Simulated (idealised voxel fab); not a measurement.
Name of the process module below: voxel spacer lines
The width of the displayed cross-section, cut, is 220 nm; its cells are square, with a size of 5 nm.
Notation: cross-section as square-cell grid; stated in bands, top first, going down; one or more cell rows per band. The band entry comprises the height of the band's top followed by the height of its bottom, expressed in nm, and subsequently the band's materials from left to right, each stated together with its width in nm. Where a single material is marked with the word "everywhere", that material fills the band from edge to edge. The word "blank" represents empty space. Zero point of the height axis is 0; under it, received wafer = one material. Lowest band: continues down indefinitely, "0 -> down". Width "30..40": first value at the band's top row of cells, second value at its bottom row, equal change from row to row. "changes: none" after a step means that no cell of the cross-section changed. "Trapped voids": sealed empty spaces, 8 cells or more, no open way to top, listed width x height at distance, with distance from the left edge and width, height and distance in nm. If you see something after the settings on a step's line, that's the simulator's own remark about that step. The "overlay nm" setting may appear on a step's line; for a step that uses a mask, it gives how far to the right of its planned position the mask lay, and a negative value indicates the left.
# The planned process steps are enumerated hereunder
1. RECEIVE with material Si
2. CONFORMAL_DEP with material Al2O3, thk nm 5
3. DIRECTIONAL_DEP with material W, thk nm 10
4. DIRECTIONAL_DEP with material aC, thk nm 20
5. PATTERN with tone cover, mask id MANDREL, material resist, width nm 15, pitch nm 60, thk nm 30, overlay nm 0
6. DIRECTIONAL_ETCH with etch materials aC, depth nm 20
7. STRIP with etch materials resist
8. CONFORMAL_DEP with material SiO2, thk nm 15
9. DIRECTIONAL_ETCH with etch materials SiO2, depth nm 15
10. STRIP with etch materials aC
11. DIRECTIONAL_ETCH with etch materials W, depth nm 10
12. STRIP with etch materials SiO2
13. FILL_DEP with material SiO2, thk nm 10
14. CMP with height nm 15
# Shown in cross-section is the wafer as received, that is, as it stands after step 1
	0 -> down | Si everywhere
	Trapped voids: none
# The first of the two wafers as seen in cross-section once the module was finished; processing followed the plan
	15 -> 5 | 55 nm SiO2  15 nm W  15 nm SiO2  15 nm W  15 nm SiO2  15 nm W  15 nm SiO2  15 nm W  60 nm SiO2
	5 -> 0 | Al2O3 everywhere
	0 -> down | Si everywhere
	Trapped voids: none
# Here's the second of our two wafers sectioned at module end. Same start as the first, same plan, but one mistake got made running it
	15 -> 5 | 65 nm SiO2  5 nm W  15 nm SiO2  5 nm W  35 nm SiO2  5 nm W  15 nm SiO2  5 nm W  70 nm SiO2
	5 -> 0 | Al2O3 everywhere
	0 -> down | Si everywhere
	Trapped voids: none
So what did we get wrong on this run? step 8: run off-plan, actual operation and settings CONFORMAL_DEP with material SiO2, thk nm 5
End check, counted in cells, second wafer has more or fewer of these materials than the first: SiO2: 16 more, W: 16 fewer
